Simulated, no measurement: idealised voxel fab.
process module | voxel transistor to metal
cross-section cut | 150 nm wide | cells 5 nm
A cross-section is a grid of square cells, given in bands from the top down. A band is one or more rows of cells.
Each band's line starts with the height of the band's top and of its bottom, in nm. Then come its materials from left to right, each with its width in nm. One material with "throughout" fills the band from edge to edge. "air" is empty space.
Height 0 is the level under which the wafer as received is all one material. The lowest band goes on downwards, as in "0 down".
A width such as "30 to 40" changes by the same amount from each row of cells to the next, from the band's top row to its bottom row.
"no change" after a step means that no cell of the cross-section changed.
closed voids: empty space of 8 cells or more with no open way to the top, each as width x height at its distance from the left edge, in nm
after a step's settings: what the simulator itself notes on the step
overlay nm, on a step with a mask: how far to the right of its planned place the mask lay; to the left if negative
plan
1 op RECEIVE | material Si
2 op CONFORMAL_DEP | material SiO2 | thk nm 5
3 op CONFORMAL_DEP | material SiN | thk nm 15
4 op MASKED_ETCH | tone cover | mask id ACTIVE | width nm 105 | etch materials SiN | depth nm 15 | overlay nm 0
5 op MASKED_ETCH | tone cover | mask id ACTIVE | width nm 105 | etch materials SiO2 | depth nm 5 | overlay nm 0
6 op MASKED_ETCH | tone cover | mask id ACTIVE | width nm 105 | etch materials Si | depth nm 30 | overlay nm 0
7 op FILL_DEP | material SiO2 | thk nm 10
8 op CMP | height nm 20
9 op SELECTIVE_ETCH | etch materials SiO2 | depth nm 10
10 op STRIP | etch materials SiN
11 op SELECTIVE_ETCH | etch materials SiO2 | depth nm 5
12 op OXIDIZE | depth nm 5
13 op DIRECTIONAL_DEP | material polySi | thk nm 20
14 op DIRECTIONAL_DEP | material SiCN | thk nm 10
15 op MASKED_ETCH | tone cover | mask id GATE | width nm 25 | etch materials SiCN | depth nm 20 | overlay nm 0
16 op MASKED_ETCH | tone cover | mask id GATE | width nm 25 | etch materials polySi | depth nm 30 | overlay nm 0
17 op CONFORMAL_DEP | material SiN | thk nm 5
18 op DIRECTIONAL_ETCH | etch materials SiN | depth nm 5
19 op DIRECTIONAL_ETCH | etch materials SiO2 | depth nm 5
20 op EPI | material nSi | thk nm 5
21 op FILL_DEP | material SiO2 | thk nm 10
22 op CMP | height nm 30
23 op DIRECTIONAL_DEP | material SiO2 | thk nm 10
24 op MASKED_ETCH | tone open | mask id CONTACT | width nm 15 | pitch nm 80 | etch materials SiO2 | depth nm 40 | overlay nm 0
25 op CONFORMAL_DEP | material TiN | thk nm 5
26 op FILL_DEP | material W | thk nm 10
27 op CMP | height nm 40
28 op CONFORMAL_DEP | material SiCN | thk nm 5
29 op DIRECTIONAL_DEP | material SiO2 | thk nm 15
30 op MASKED_ETCH | tone open | mask id METAL_1 | width nm 15 | pitch nm 80 | etch materials SiO2 | depth nm 15 | overlay nm 0
31 op MASKED_ETCH | tone open | mask id METAL_1 | width nm 15 | pitch nm 80 | etch materials SiCN | depth nm 5 | overlay nm 0
32 op CONFORMAL_DEP | material TiN | thk nm 5
33 op FILL_DEP | material Cu | thk nm 10
34 op CMP | height nm 60
35 op CONFORMAL_DEP | material SiCN | thk nm 5
36 op DIRECTIONAL_DEP | material SiO2 | thk nm 25
37 op MASKED_ETCH | tone open | mask id METAL_2 | width nm 15 | pitch nm 80 | etch materials SiO2 | depth nm 15 | overlay nm 0
38 op MASKED_ETCH | tone open | mask id METAL_2_HOLES | width nm 15 | pitch nm 80 | etch materials SiO2 | depth nm 10 | overlay nm 0
39 op MASKED_ETCH | tone open | mask id METAL_2_HOLES | width nm 15 | pitch nm 80 | etch materials SiCN | depth nm 5 | overlay nm 0
40 op CONFORMAL_DEP | material TiN | thk nm 5
41 op FILL_DEP | material Ru | thk nm 10
42 op CMP | height nm 90
43 op CONFORMAL_DEP | material SiN | thk nm 5
as received, after step 1
  0 down: Si throughout
  closed voids: none
a wafer at the end: this start, this plan, one mistake
  95 to 90: SiN throughout
  90 to 65: SiO2 25 | TiN 5 | Ru 5 | TiN 5 | SiO2 65 | TiN 5 | Ru 5 | TiN 5 | SiO2 30
  65 to 60: SiCN 25 | TiN 15 | SiCN 65 | TiN 15 | SiCN 30
  60 to 45: SiO2 25 | TiN 5 | Cu 5 | TiN 5 | SiO2 65 | TiN 5 | Cu 5 | TiN 5 | SiO2 30
  45 to 40: SiCN 25 | TiN 15 | SiCN 65 | TiN 15 | SiCN 30
  40 to 30: SiO2 25 | SiCN 5 | W 5 | SiCN 5 | SiO2 65 | SiCN 5 | W 5 | SiCN 5 | SiO2 30
  30 to 20: SiO2 25 | SiCN 5 | W 5 | SiCN 5 | SiO2 15 | SiN 5 | SiCN 25 | SiN 5 | SiO2 15 | SiCN 5 | W 5 | SiCN 5 | SiO2 30
  20 to 5: SiO2 25 | SiCN 5 | W 5 | SiCN 5 | SiO2 15 | SiN 5 | polySi 25 | SiN 5 | SiO2 15 | SiCN 5 | W 5 | SiCN 5 | SiO2 30
  5 to 0: SiO2 15 | SiN 5 | SiO2 5 | SiCN 15 | SiO2 15 | SiN 5 | polySi 25 | SiN 5 | SiO2 15 | SiCN 15 | SiO2 5 | SiN 5 | SiO2 20
  0 to -5: SiO2 20 | nSi 35 | SiO2 35 | nSi 35 | SiO2 25
  -5 to -30: SiO2 20 | Si 105 | SiO2 25
  -30 down: Si throughout
  closed voids: none
what went wrong: step 25 ran as: op CONFORMAL_DEP | material SiCN | thk nm 5
